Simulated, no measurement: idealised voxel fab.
You're looking at the process module voxel plated lines.
This is section cut - it's 245 nm across, gridded in 5 nm square cells.
Throughout this document, each cross-section is represented as a grid of square cells and is presented as a sequence of bands enumerated from the top downward, where a band comprises one or more rows of cells. The band entry comprises the height of the band's top followed by the height of its bottom, expressed in nm, and subsequently the band's materials from left to right, each stated together with its width in nm. Where a single material is marked with the word "throughout", that material fills the band from edge to edge. The word "air" represents empty space. Beneath 0, the wafer as received is one material, and that level is where height counting begins. The lowest band goes on downward without a bottom; it is written like "0 nm and below". The two numbers in a width such as "30 to 40" mark its ends across the band: the first belongs to the top row of cells, the second to the bottom row, and from each row to the next the width moves by the same amount. Reading "nothing altered" for a step: not a cell of the cross-section changed in it. Entry "Entrapped void list" = empty spaces >= 8 cells with no open way to the top; each as width x height at distance, distance from left edge, all nm. Anything after a step's settings on that line? It's the simulator's own note about the step. The optional step-line setting "overlay nm" applies to steps with a mask and quantifies how far to the right of its planned location the mask lay, a negative value indicating leftward placement.
The steps planned for the process are as follows:
step 1: RECEIVE [material Si]
step 2: CONFORMAL_DEP [material SiN] [thk nm 10]
step 3: DIRECTIONAL_DEP [material TiN] [thk nm 5]
step 4: PATTERN [tone open] [mask id LINES] [material resist] [width nm 30] [pitch nm 55] [thk nm 35] [overlay nm 0]
step 5: EPI [material Ru] [thk nm 10]
step 6: EPI [material Ru] [thk nm 5]
step 7: EPI [material Ru] [thk nm 5]
step 8: STRIP [etch materials resist]
step 9: DIRECTIONAL_ETCH [etch materials TiN] [depth nm 5]
step 10: CONFORMAL_DEP [material SiO2] [thk nm 5]
First of two wafers, processed according to plan:
Wafer as received: cross-section following step 1:
	0 nm and below = Si throughout
	Entrapped void list: none
The wafer in cross-section once step 2 is complete:
	10 nm to 0 nm = SiN throughout
	Under the height 0 nothing was changed.
The wafer in cross-section once step 3 is complete:
	15 nm to 10 nm = TiN throughout
	Under the height 10 nothing was changed.
The wafer in cross-section once step 4 is complete:
	50 nm to 15 nm = 25 nm resist, 30 nm air, 25 nm resist, 30 nm air, 25 nm resist, 30 nm air, 25 nm resist, 30 nm air, 25 nm resist
	Under the height 15 nothing was changed.
The wafer in cross-section once step 5 is complete:
	50 nm to 25 nm = 25 nm resist, 30 nm air, 25 nm resist, 30 nm air, 25 nm resist, 30 nm air, 25 nm resist, 30 nm air, 25 nm resist
	25 nm to 15 nm = 25 nm resist, 30 nm Ru, 25 nm resist, 30 nm Ru, 25 nm resist, 30 nm Ru, 25 nm resist, 30 nm Ru, 25 nm resist
	Under the height 15 nothing was changed.
The wafer in cross-section once step 6 is complete:
	50 nm to 30 nm = 25 nm resist, 30 nm air, 25 nm resist, 30 nm air, 25 nm resist, 30 nm air, 25 nm resist, 30 nm air, 25 nm resist
	30 nm to 15 nm = 25 nm resist, 30 nm Ru, 25 nm resist, 30 nm Ru, 25 nm resist, 30 nm Ru, 25 nm resist, 30 nm Ru, 25 nm resist
	Under the height 15 nothing was changed.
The wafer in cross-section once step 7 is complete:
	50 nm to 35 nm = 25 nm resist, 30 nm air, 25 nm resist, 30 nm air, 25 nm resist, 30 nm air, 25 nm resist, 30 nm air, 25 nm resist
	35 nm to 15 nm = 25 nm resist, 30 nm Ru, 25 nm resist, 30 nm Ru, 25 nm resist, 30 nm Ru, 25 nm resist, 30 nm Ru, 25 nm resist
	Under the height 15 nothing was changed.
The wafer in cross-section once step 8 is complete:
	35 nm to 15 nm = 25 nm air, 30 nm Ru, 25 nm air, 30 nm Ru, 25 nm air, 30 nm Ru, 25 nm air, 30 nm Ru, 25 nm air
	Under the height 15 nothing was changed.
The wafer in cross-section once step 9 is complete:
	35 nm to 15 nm = 25 nm air, 30 nm Ru, 25 nm air, 30 nm Ru, 25 nm air, 30 nm Ru, 25 nm air, 30 nm Ru, 25 nm air
	15 nm to 10 nm = 25 nm air, 30 nm TiN, 25 nm air, 30 nm TiN, 25 nm air, 30 nm TiN, 25 nm air, 30 nm TiN, 25 nm air
	Under the height 10 nothing was changed.
The wafer in cross-section once step 10 is complete:
	40 nm to 35 nm = 20 nm air, 40 nm SiO2, 15 nm air, 40 nm SiO2, 15 nm air, 40 nm SiO2, 15 nm air, 40 nm SiO2, 20 nm air
	35 nm to 15 nm = 20 nm air, 5 nm SiO2, 30 nm Ru, 5 nm SiO2, 15 nm air, 5 nm SiO2, 30 nm Ru, 5 nm SiO2, 15 nm air, 5 nm SiO2, 30 nm Ru, 5 nm SiO2, 15 nm air, 5 nm SiO2, 30 nm Ru, 5 nm SiO2, 20 nm air
	15 nm to 10 nm = 25 nm SiO2, 30 nm TiN, 25 nm SiO2, 30 nm TiN, 25 nm SiO2, 30 nm TiN, 25 nm SiO2, 30 nm TiN, 25 nm SiO2
	Under the height 10 nothing was changed.
Second Wafer (Identical Start and Plan, One Processing Error; Matches First Wafer Through Step 9):
when step 10 should have ended:
	50 nm to 35 nm = 10 nm air, 225 nm SiO2, 10 nm air
	35 nm to 25 nm = 10 nm air, 15 nm SiO2, 30 nm Ru, 25 nm SiO2, 30 nm Ru, 25 nm SiO2, 30 nm Ru, 25 nm SiO2, 30 nm Ru, 15 nm SiO2, 10 nm air
	25 nm to 15 nm = 25 nm SiO2, 30 nm Ru, 25 nm SiO2, 30 nm Ru, 25 nm SiO2, 30 nm Ru, 25 nm SiO2, 30 nm Ru, 25 nm SiO2
	15 nm to 10 nm = 25 nm SiO2, 30 nm TiN, 25 nm SiO2, 30 nm TiN, 25 nm SiO2, 30 nm TiN, 25 nm SiO2, 30 nm TiN, 25 nm SiO2
	Under the height 10 nothing was changed.
What went wrong in running the wafer? step 10 was run on a setting that differed from the plan, and what really ran there is CONFORMAL_DEP [material SiO2] [thk nm 15]
Once processing is complete, comparing cell counts shows that the second wafer has more or fewer of certain materials than the first: 163 more of SiO2
